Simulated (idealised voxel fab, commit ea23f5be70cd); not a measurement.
Process module heading - voxel spacer lines
The cross-section shown here is cut; it is 220 nm wide and divided into square cells measuring 5 nm on a side.
For the purposes of this document, a cross-section shall be understood as a grid of square cells, specified as bands listed in top-to-bottom order, each band consisting of one or more rows of cells.
Band: top and bottom heights (nm) first, top before bottom; then materials from left to right, widths in nm. "all across" marks a sole material filling the band edge to edge. "blank" denotes empty space.
Height reference: 0 = level under which incoming wafer is all one material. Lowest band: no bottom, runs on downward, e.g. "0..down".
The notation "30 to 40" denotes a width that varies across the rows of cells in the band, beginning at the first number in the top row, finishing at the second number in the bottom row, and changing by an identical amount from each row to the next.
For the purposes of this document, the phrase "nothing different" attached to a step denotes that no cell within the cross-section was modified by that step.
"Closed voids list" means: voids of 8 cells or more that are shut off from the top with no open way through. Written width x height at distance, distance from the left edge, in nm.
If you see something after the settings on a step's line, that's the simulator's own remark about that step.
overlay nm: for a step with a mask, the amount by which the mask lay right of where it was planned; a negative amount means left of it.

Set out below are the planned steps of the process
step 1: RECEIVE (material Si)
step 2: CONFORMAL_DEP (material Al2O3; thk nm 10)
step 3: DIRECTIONAL_DEP (material TiN; thk nm 15)
step 4: DIRECTIONAL_DEP (material polySi; thk nm 30)
step 5: PATTERN (tone cover; mask id MANDREL; material resist; width nm 25; pitch nm 70; thk nm 35; overlay nm 0)
step 6: DIRECTIONAL_ETCH (etch materials polySi; depth nm 30)
step 7: STRIP (etch materials resist)
step 8: CONFORMAL_DEP (material SiO2; thk nm 10)
step 9: DIRECTIONAL_ETCH (etch materials SiO2; depth nm 10)
step 10: STRIP (etch materials polySi)
step 11: DIRECTIONAL_ETCH (etch materials TiN; depth nm 15)
step 12: STRIP (etch materials SiO2)
step 13: FILL_DEP (material SiO2; thk nm 5)
step 14: CMP (height nm 25)

The following pertains to the first of two wafers, which was processed as planned

Cross-section, incoming material, after step 1
	0..down | Si all across
	Closed voids list: none

You're looking at a cross-section of the wafer after step 2
	10..0 | Al2O3 all across
	Heights below 0 show no change.

You're looking at a cross-section of the wafer after step 3
	25..10 | TiN all across
	Heights below 10 show no change.

You're looking at a cross-section of the wafer after step 4
	55..25 | polySi all across
	Heights below 25 show no change.

You're looking at a cross-section of the wafer after step 5
	90..55 | 60 blank / 25 resist / 45 blank / 25 resist / 65 blank
	Heights below 55 show no change.

You're looking at a cross-section of the wafer after step 6
	90..55 | 60 blank / 25 resist / 45 blank / 25 resist / 65 blank
	55..25 | 60 blank / 25 polySi / 45 blank / 25 polySi / 65 blank
	Heights below 25 show no change.

You're looking at a cross-section of the wafer after step 7
	55..25 | 60 blank / 25 polySi / 45 blank / 25 polySi / 65 blank
	Heights below 25 show no change.

You're looking at a cross-section of the wafer after step 8
	65..55 | 50 blank / 45 SiO2 / 25 blank / 45 SiO2 / 55 blank
	55..35 | 50 blank / 10 SiO2 / 25 polySi / 10 SiO2 / 25 blank / 10 SiO2 / 25 polySi / 10 SiO2 / 55 blank
	35..25 | 60 SiO2 / 25 polySi / 45 SiO2 / 25 polySi / 65 SiO2
	Heights below 25 show no change.

You're looking at a cross-section of the wafer after step 9
	55..25 | 50 blank / 10 SiO2 / 25 polySi / 10 SiO2 / 25 blank / 10 SiO2 / 25 polySi / 10 SiO2 / 55 blank
	Heights below 25 show no change.

You're looking at a cross-section of the wafer after step 10
	55..25 | 50 blank / 10 SiO2 / 25 blank / 10 SiO2 / 25 blank / 10 SiO2 / 25 blank / 10 SiO2 / 55 blank
	Heights below 25 show no change.

You're looking at a cross-section of the wafer after step 11
	55..25 | 50 blank / 10 SiO2 / 25 blank / 10 SiO2 / 25 blank / 10 SiO2 / 25 blank / 10 SiO2 / 55 blank
	25..10 | 50 blank / 10 TiN / 25 blank / 10 TiN / 25 blank / 10 TiN / 25 blank / 10 TiN / 55 blank
	Heights below 10 show no change.

You're looking at a cross-section of the wafer after step 12
	25..10 | 50 blank / 10 TiN / 25 blank / 10 TiN / 25 blank / 10 TiN / 25 blank / 10 TiN / 55 blank
	Heights below 10 show no change.

You're looking at a cross-section of the wafer after step 13
	30..25 | SiO2 all across
	25..10 | 50 SiO2 / 10 TiN / 25 SiO2 / 10 TiN / 25 SiO2 / 10 TiN / 25 SiO2 / 10 TiN / 55 SiO2
	Heights below 10 show no change.

You're looking at a cross-section of the wafer after step 14
	25..10 | 50 SiO2 / 10 TiN / 25 SiO2 / 10 TiN / 25 SiO2 / 10 TiN / 25 SiO2 / 10 TiN / 55 SiO2
	Heights below 10 show no change.

Wafer two: like wafer one in start and plan, but with one mistake in execution; identical up to and including step 1

Cross-sectional representation of the second wafer at the time designated in the plan for the completion of step 2
	15..0 | TiN all across
	Heights below 0 show no change.

Cross-sectional representation of the second wafer at the time designated in the plan for the completion of step 3
	25..15 | Al2O3 all across
	Heights below 15 show no change.

Cross-sectional representation of the second wafer at the time designated in the plan for the completion of step 4
	55..25 | polySi all across
	Heights below 25 show no change.

Cross-sectional representation of the second wafer at the time designated in the plan for the completion of step 5
	90..55 | 60 blank / 25 resist / 45 blank / 25 resist / 65 blank
	Heights below 55 show no change.

Cross-sectional representation of the second wafer at the time designated in the plan for the completion of step 6
	90..55 | 60 blank / 25 resist / 45 blank / 25 resist / 65 blank
	55..25 | 60 blank / 25 polySi / 45 blank / 25 polySi / 65 blank
	Heights below 25 show no change.

Cross-sectional representation of the second wafer at the time designated in the plan for the completion of step 7
	55..25 | 60 blank / 25 polySi / 45 blank / 25 polySi / 65 blank
	Heights below 25 show no change.

Cross-sectional representation of the second wafer at the time designated in the plan for the completion of step 8
	65..55 | 50 blank / 45 SiO2 / 25 blank / 45 SiO2 / 55 blank
	55..35 | 50 blank / 10 SiO2 / 25 polySi / 10 SiO2 / 25 blank / 10 SiO2 / 25 polySi / 10 SiO2 / 55 blank
	35..25 | 60 SiO2 / 25 polySi / 45 SiO2 / 25 polySi / 65 SiO2
	Heights below 25 show no change.

Cross-sectional representation of the second wafer at the time designated in the plan for the completion of step 9
	55..25 | 50 blank / 10 SiO2 / 25 polySi / 10 SiO2 / 25 blank / 10 SiO2 / 25 polySi / 10 SiO2 / 55 blank
	Heights below 25 show no change.

Cross-sectional representation of the second wafer at the time designated in the plan for the completion of step 10
	55..25 | 50 blank / 10 SiO2 / 25 blank / 10 SiO2 / 25 blank / 10 SiO2 / 25 blank / 10 SiO2 / 55 blank
	Heights below 25 show no change.

Cross-sectional representation of the second wafer at the time designated in the plan for the completion of step 11: nothing different

Cross-sectional representation of the second wafer at the time designated in the plan for the completion of step 12
	25..15 | Al2O3 all across
	Heights below 15 show no change.

Cross-sectional representation of the second wafer at the time designated in the plan for the completion of step 13
	30..25 | SiO2 all across
	Heights below 25 show no change.

Cross-sectional representation of the second wafer at the time designated in the plan for the completion of step 14
	25..15 | Al2O3 all across
	Heights below 15 show no change.
Want to know what went wrong? steps 2 and 3 got flipped, so each one ran where the other should have
The closing comparison, in cells, has the second wafer with more or fewer of some materials than the first: 108 fewer of SiO2 | 108 more of TiN
